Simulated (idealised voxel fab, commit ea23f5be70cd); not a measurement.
The process module that follows is named voxel ribs on slabs.
Shown is cross-section cut, with a width of 285 nm and square cells of size 5 nm.
Just so we're on the same page, the cross-sections are grids of square cells, and they're listed out in bands top to bottom, each band one or more rows deep.
Band entry format. Leading values: height of top, height of bottom, nm. Remainder: materials in left-to-right order, each with its width in nm. Special words: "throughout" on a single material, which then fills the band edge to edge; "empty", empty space.
The level at which height equals 0 is the one under which the wafer, as it arrives, is entirely one material. No lower edge exists for the bottom band, which continues downward and is notated as in "z 0 and below".
The two numbers in a width such as "30->40" mark its ends across the band: the first belongs to the top row of cells, the second to the bottom row, and from each row to the next the width moves by the same amount.
For the purposes of this document, the phrase "all unchanged" attached to a step denotes that no cell within the cross-section was modified by that step.
Empty spaces counting at least 8 cells and having no open way to the top are listed in "Enclosed internal cavities". The notation width x height at distance is used for each, the distance being from the left edge and all three values in nm.
If you see something after the settings on a step's line, that's the simulator's own remark about that step.
You can add "overlay nm" to a step's line. For a step with a mask, it describes how far the mask lay to the right of its planned position, and a negative number describes a lay to the left.
### Intended process steps
1) RECEIVE (material Si)
2) DIRECTIONAL_DEP (material SiO2; thk nm 30)
3) DIRECTIONAL_DEP (material SiN; thk nm 15)
4) PATTERN (tone cover; mask id RIB; material resist; width nm 25; thk nm 20; overlay nm 0)
5) DIRECTIONAL_ETCH (etch materials SiN; depth nm 5)
6) STRIP (etch materials resist)
7) MASKED_ETCH (tone cover; mask id SLAB; width nm 55; etch materials SiN; depth nm 10; overlay nm 0)
8) FILL_DEP (material SiO2; thk nm 20)
9) CMP (height nm 55)
10) DIRECTIONAL_DEP (material W; thk nm 10)
11) MASKED_ETCH (tone cover; mask id HEATER; width nm 35; etch materials W; depth nm 10; overlay nm 0)
12) CONFORMAL_DEP (material SiO2; thk nm 5)
### The cross-section here shows the wafer as received, i.e. in its state after step 1
	z 0 and below | Si throughout
	Enclosed internal cavities: none
### Cross-sectional result after module completion. Note: starting condition and plan are unchanged from above; one processing mistake was made
	z 70 to 65 | empty (120) | SiO2 (45) | empty (120)
	z 65 to 60 | empty (120) | SiO2 (5) | W (35) | SiO2 (5) | empty (120)
	z 60 to 55 | SiO2 (125) | W (35) | SiO2 (125)
	z 55 to 45 | SiO2 throughout
	z 45 to 40 | SiO2 (130) | SiN (25) | SiO2 (130)
	z 40 to 30 | SiO2 (115) | SiN (55) | SiO2 (115)
	z 30 to 0 | SiN throughout
	z 0 and below | Si throughout
	Enclosed internal cavities: none
Processing error: heads up, step 2 didn't go per plan, it actually ran as DIRECTIONAL_DEP (material SiN; thk nm 30)
